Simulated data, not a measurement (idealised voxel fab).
You're looking at the process module voxel self aligned vias.
In the cross-section labelled cut, the width is 205 nm and each square cell is 5 nm.
Cross-section, as written here: a square-cell grid given band by band from the top down, where a band holds one or more rows of cells.
It is stipulated that each band's entry specify, in nanometres, the height of the top of the band and then that of its bottom, followed by the materials of the band in left-to-right sequence, each together with its width in nanometres. A single material marked by the word "everywhere" is understood to fill the band from edge to edge; the word "air" is understood to denote empty space.
Note: height 0 marks the level under which the wafer is uniformly one material as received. Lowest band unbounded below, written "0 -> down".
Note: "30->40" means the width goes from the first number (top row of the band) to the second number (bottom row) in equal steps per row of cells.
Where the words "everything unchanged" appear for a step, the cross-section shows no cell changed by that step; every cell remained as before.
"Cavities, sealed" lists enclosed empty spaces (at least 8 cells, no open path upward to the top), each as width x height at distance from the left edge, in nm.
What comes after the settings on a step's line is commentary from the simulator itself on that step.
overlay nm: mask right of planned place by this much (step with mask). Neg. = left.

The following list gives the planned process steps:
| 1 | RECEIVE (material Si) |
| 2 | CONFORMAL_DEP (material SiO2; thk nm 10) |
| 3 | CONFORMAL_DEP (material SiCN; thk nm 5) |
| 4 | DIRECTIONAL_DEP (material lowk; thk nm 30) |
| 5 | MASKED_ETCH (tone open; mask id LINES; width nm 20; pitch nm 65; etch materials lowk; depth nm 30; overlay nm 0) |
| 6 | CONFORMAL_DEP (material TiN; thk nm 5) |
| 7 | FILL_DEP (material W; thk nm 5) |
| 8 | CMP (height nm 45) |
| 9 | SELECTIVE_ETCH (etch materials W Ru TiN; depth nm 5) |
| 10 | FILL_DEP (material SiN; thk nm 5) |
| 11 | CMP (height nm 45) |
| 12 | DIRECTIONAL_DEP (material lowk; thk nm 15) |
| 13 | PATTERN (tone open; mask id VIAS; material resist; width nm 40; pitch nm 65; thk nm 20; overlay nm 0) |
| 14 | DIRECTIONAL_ETCH (etch materials lowk; depth nm 15) |
| 15 | DIRECTIONAL_ETCH (etch materials SiN; depth nm 5) |
| 16 | STRIP (etch materials resist) |
| 17 | CONFORMAL_DEP (material TiN; thk nm 5) |
| 18 | FILL_DEP (material Cu; thk nm 10) |
| 19 | CMP (height nm 60) |
| 20 | CONFORMAL_DEP (material SiCN; thk nm 5) |

Shown in cross-section is the wafer as received, that is, as it stands after step 1:
0 -> down = Si everywhere
Cavities, sealed: none

A wafer at the end: this start, this plan, one mistake:
65 -> 60 = SiCN everywhere
60 -> 50 = lowk 15  TiN 5  Cu 30  TiN 5  lowk 25  TiN 5  Cu 30  TiN 5  lowk 25  TiN 5  Cu 30  TiN 5  lowk 20
50 -> 45 = lowk 15  TiN 20  Cu 5  TiN 15  lowk 25  TiN 20  Cu 5  TiN 15  lowk 25  TiN 20  Cu 5  TiN 15  lowk 20
45 -> 40 = lowk 30  TiN 15  lowk 50  TiN 15  lowk 50  TiN 15  lowk 30
40 -> 20 = lowk 30  TiN 5  W 5  TiN 5  lowk 50  TiN 5  W 5  TiN 5  lowk 50  TiN 5  W 5  TiN 5  lowk 30
20 -> 15 = lowk 30  TiN 15  lowk 50  TiN 15  lowk 50  TiN 15  lowk 30
15 -> 10 = SiCN everywhere
10 -> 0 = SiO2 everywhere
0 -> down = Si everywhere
Cavities, sealed: none
Processing error: step 5 deviated from plan and actually ran as MASKED_ETCH (tone open; mask id LINES; width nm 15; pitch nm 65; etch materials lowk; depth nm 30; overlay nm 0)
